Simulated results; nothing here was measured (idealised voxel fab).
process module | voxel trench capacitor
cross-section cut | 155 nm wide | cells 5 nm
A cross-section is a grid of square cells, given in bands from the top down. A band is one or more rows of cells.
Each band's line starts with the height of the band's top and of its bottom, in nm. Then come its materials from left to right, each with its width in nm. One material with "throughout" fills the band from edge to edge. "air" is empty space.
Height 0 is the level under which the wafer as received is all one material. The lowest band goes on downwards, as in "0 down".
A width such as "30 to 40" changes by the same amount from each row of cells to the next, from the band's top row to its bottom row.
"no change" after a step means that no cell of the cross-section changed.
closed voids: empty space of 8 cells or more with no open way to the top, each as width x height at its distance from the left edge, in nm
after a step's settings: what the simulator itself notes on the step
overlay nm, on a step with a mask: how far to the right of its planned place the mask lay; to the left if negative
plan
1 op RECEIVE | material Si
2 op CONFORMAL_DEP | material SiN | thk nm 10
3 op DIRECTIONAL_DEP | material aC | thk nm 15
4 op PATTERN | tone open | mask id TRENCH | material resist | width nm 15 | pitch nm 40 | thk nm 35 | overlay nm 0
5 op DIRECTIONAL_ETCH | etch materials aC | depth nm 15
6 op STRIP | etch materials resist
7 op DIRECTIONAL_ETCH | etch materials SiN | depth nm 10
8 op DIRECTIONAL_ETCH | etch materials Si | depth nm 30
9 op STRIP | etch materials aC
10 op CONFORMAL_DEP | material SiO2 | thk nm 5
11 op FILL_DEP | material polySi | thk nm 10
12 op CMP | height nm 10
as received, after step 1
  0 down: Si throughout
  closed voids: none
a wafer at the end: this start, this plan, one mistake
  25 to 15: polySi throughout
  15 to 10: SiO2 35 | polySi 5 | SiO2 35 | polySi 5 | SiO2 35 | polySi 5 | SiO2 35
  10 to 0: SiN 30 | SiO2 5 | polySi 5 | SiO2 5 | SiN 25 | SiO2 5 | polySi 5 | SiO2 5 | SiN 25 | SiO2 5 | polySi 5 | SiO2 5 | SiN 30
  0 to -25: Si 30 | SiO2 5 | polySi 5 | SiO2 5 | Si 25 | SiO2 5 | polySi 5 | SiO2 5 | Si 25 | SiO2 5 | polySi 5 | SiO2 5 | Si 30
  -25 to -30: Si 30 | SiO2 15 | Si 25 | SiO2 15 | Si 25 | SiO2 15 | Si 30
  -30 down: Si throughout
  closed voids: none
what went wrong: step 12 was left out
